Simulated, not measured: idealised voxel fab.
Process module, titled voxel fin reveal
The width of the displayed cross-section, cut, is 275 nm; its cells are square, with a size of 5 nm.
Each cross-section below is a grid of square cells, stated as bands in top-down order, with one or more rows of cells making up each band. Basically the band line says how high the top is and how high the bottom is, in nm, and then what's in it from left to right, every material with its width in nm. Empty space shows up as "blank", and if a single material carries "all across" it runs the full band edge to edge. Counting heights begins at 0, where everything beneath is, in the wafer as received, one material. The lowest band has no bottom; it goes on downwards, as "0 -> down" shows. Graded width ("30->40"): value in top row of band = first number; value in bottom row = second number; row-to-row change constant. Step marked "remained the same"? Then no cell in the cross-section changed in it. Reported under the label "Closed void catalog" are the empty spaces having no open way to the top and comprising 8 cells or more; the notation for each is width x height at distance, in which the distance is measured from the left edge and all three values are in nm. That trailing text on a step's line, after the settings, is the simulator's own remark on the step. Steps that use a mask can have "overlay nm" on their line. It says how far the mask sat to the right of where it was meant to be. Negative means to the left.

### This section lists the process steps that were planned
- 1: RECEIVE,material Si
- 2: CONFORMAL_DEP,material SiN,thk nm 10
- 3: MASKED_ETCH,tone cover,mask id FINS,width nm 15,pitch nm 45,etch materials SiN,depth nm 10,overlay nm 0
- 4: MASKED_ETCH,tone cover,mask id FINS,width nm 15,pitch nm 45,etch materials Si,depth nm 35,overlay nm 0
- 5: OXIDIZE,depth nm 5
- 6: FILL_DEP,material SiO2,thk nm 15
- 7: CMP,height nm 10
- 8: SELECTIVE_ETCH,etch materials SiO2,depth nm 20
- 9: STRIP,etch materials SiN

### Of two wafers, the first: run according to plan

### Wafer as received: cross-section following step 1
    0 -> down | Si all across
    Closed void catalog: none

### The wafer, seen in cross-section, after step 2
    10 -> 0 | SiN all across
    Everything below 0 is unchanged.

### The wafer, seen in cross-section, after step 3
    10 -> 0 | blank=60, then SiN=15, then blank=30, then SiN=15, then blank=30, then SiN=15, then blank=30, then SiN=15, then blank=65
    Everything below 0 is unchanged.

### The wafer, seen in cross-section, after step 4
    10 -> 0 | blank=60, then SiN=15, then blank=30, then SiN=15, then blank=30, then SiN=15, then blank=30, then SiN=15, then blank=65
    0 -> -35 | blank=60, then Si=15, then blank=30, then Si=15, then blank=30, then Si=15, then blank=30, then Si=15, then blank=65
    Everything below -35 is unchanged.

### The wafer, seen in cross-section, after step 5
    10 -> 0 | blank=60, then SiN=15, then blank=30, then SiN=15, then blank=30, then SiN=15, then blank=30, then SiN=15, then blank=65
    0 -> -35 | blank=60, then SiO2=5, then Si=5, then SiO2=5, then blank=30, then SiO2=5, then Si=5, then SiO2=5, then blank=30, then SiO2=5, then Si=5, then SiO2=5, then blank=30, then SiO2=5, then Si=5, then SiO2=5, then blank=65
    -35 -> -40 | SiO2=65, then Si=5, then SiO2=40, then Si=5, then SiO2=40, then Si=5, then SiO2=40, then Si=5, then SiO2=70
    Everything below -40 is unchanged.

### The wafer, seen in cross-section, after step 6
    25 -> 10 | SiO2 all across
    10 -> 0 | SiO2=60, then SiN=15, then SiO2=30, then SiN=15, then SiO2=30, then SiN=15, then SiO2=30, then SiN=15, then SiO2=65
    0 -> -40 | SiO2=65, then Si=5, then SiO2=40, then Si=5, then SiO2=40, then Si=5, then SiO2=40, then Si=5, then SiO2=70
    Everything below -40 is unchanged.

### The wafer, seen in cross-section, after step 7
    10 -> 0 | SiO2=60, then SiN=15, then SiO2=30, then SiN=15, then SiO2=30, then SiN=15, then SiO2=30, then SiN=15, then SiO2=65
    Everything below 0 is unchanged.

### The wafer, seen in cross-section, after step 8
    10 -> 0 | blank=60, then SiN=15, then blank=30, then SiN=15, then blank=30, then SiN=15, then blank=30, then SiN=15, then blank=65
    0 -> -10 | blank=65, then Si=5, then blank=40, then Si=5, then blank=40, then Si=5, then blank=40, then Si=5, then blank=70
    Everything below -10 is unchanged.

### The wafer, seen in cross-section, after step 9
    0 -> -10 | blank=65, then Si=5, then blank=40, then Si=5, then blank=40, then Si=5, then blank=40, then Si=5, then blank=70
    Everything below -10 is unchanged.

### second wafer: like start, like plan, one mistake. Through step 3 it matches the first wafer

### Planned end of step 4: second wafer, cross-section
    10 -> 0 | blank=60, then SiN=15, then blank=30, then SiN=15, then blank=30, then SiN=15, then blank=30, then SiN=15, then blank=65
    0 -> -35 | blank=55, then Si=20, then blank=25, then Si=20, then blank=25, then Si=20, then blank=25, then Si=20, then blank=65
    Everything below -35 is unchanged.

### Planned end of step 5: second wafer, cross-section
    10 -> 0 | blank=60, then SiN=15, then blank=30, then SiN=15, then blank=30, then SiN=15, then blank=30, then SiN=15, then blank=65
    0 -> -5 | blank=55, then SiO2=10, then Si=5, then SiO2=5, then blank=25, then SiO2=10, then Si=5, then SiO2=5, then blank=25, then SiO2=10, then Si=5, then SiO2=5, then blank=25, then SiO2=10, then Si=5, then SiO2=5, then blank=65
    -5 -> -35 | blank=55, then SiO2=5, then Si=10, then SiO2=5, then blank=25, then SiO2=5, then Si=10, then SiO2=5, then blank=25, then SiO2=5, then Si=10, then SiO2=5, then blank=25, then SiO2=5, then Si=10, then SiO2=5, then blank=65
    -35 -> -40 | SiO2=60, then Si=10, then SiO2=35, then Si=10, then SiO2=35, then Si=10, then SiO2=35, then Si=10, then SiO2=70
    Everything below -40 is unchanged.

### Planned end of step 6: second wafer, cross-section
    25 -> 10 | SiO2 all across
    10 -> 0 | SiO2=60, then SiN=15, then SiO2=30, then SiN=15, then SiO2=30, then SiN=15, then SiO2=30, then SiN=15, then SiO2=65
    0 -> -5 | SiO2=65, then Si=5, then SiO2=40, then Si=5, then SiO2=40, then Si=5, then SiO2=40, then Si=5, then SiO2=70
    -5 -> -40 | SiO2=60, then Si=10, then SiO2=35, then Si=10, then SiO2=35, then Si=10, then SiO2=35, then Si=10, then SiO2=70
    Everything below -40 is unchanged.

### Planned end of step 7: second wafer, cross-section
    10 -> 0 | SiO2=60, then SiN=15, then SiO2=30, then SiN=15, then SiO2=30, then SiN=15, then SiO2=30, then SiN=15, then SiO2=65
    Everything below 0 is unchanged.

### Planned end of step 8: second wafer, cross-section
    10 -> 0 | blank=60, then SiN=15, then blank=30, then SiN=15, then blank=30, then SiN=15, then blank=30, then SiN=15, then blank=65
    0 -> -10 | blank=65->60, then Si=5->10, then blank=40->35, then Si=5->10, then blank=40->35, then Si=5->10, then blank=40->35, then Si=5->10, then blank=70
    Everything below -10 is unchanged.

### Planned end of step 9: second wafer, cross-section
    0 -> -10 | blank=65->60, then Si=5->10, then blank=40->35, then Si=5->10, then blank=40->35, then Si=5->10, then blank=40->35, then Si=5->10, then blank=70
    Everything below -10 is unchanged.
what went wrong: step 4 was processed under conditions differing from the plan, specifically as MASKED_ETCH,tone cover,mask id FINS,width nm 15,pitch nm 45,etch materials Si,depth nm 35,overlay nm -5
Final tally in cells, some materials are higher or lower on the second wafer than on the first: Si +28 | SiO2 -24
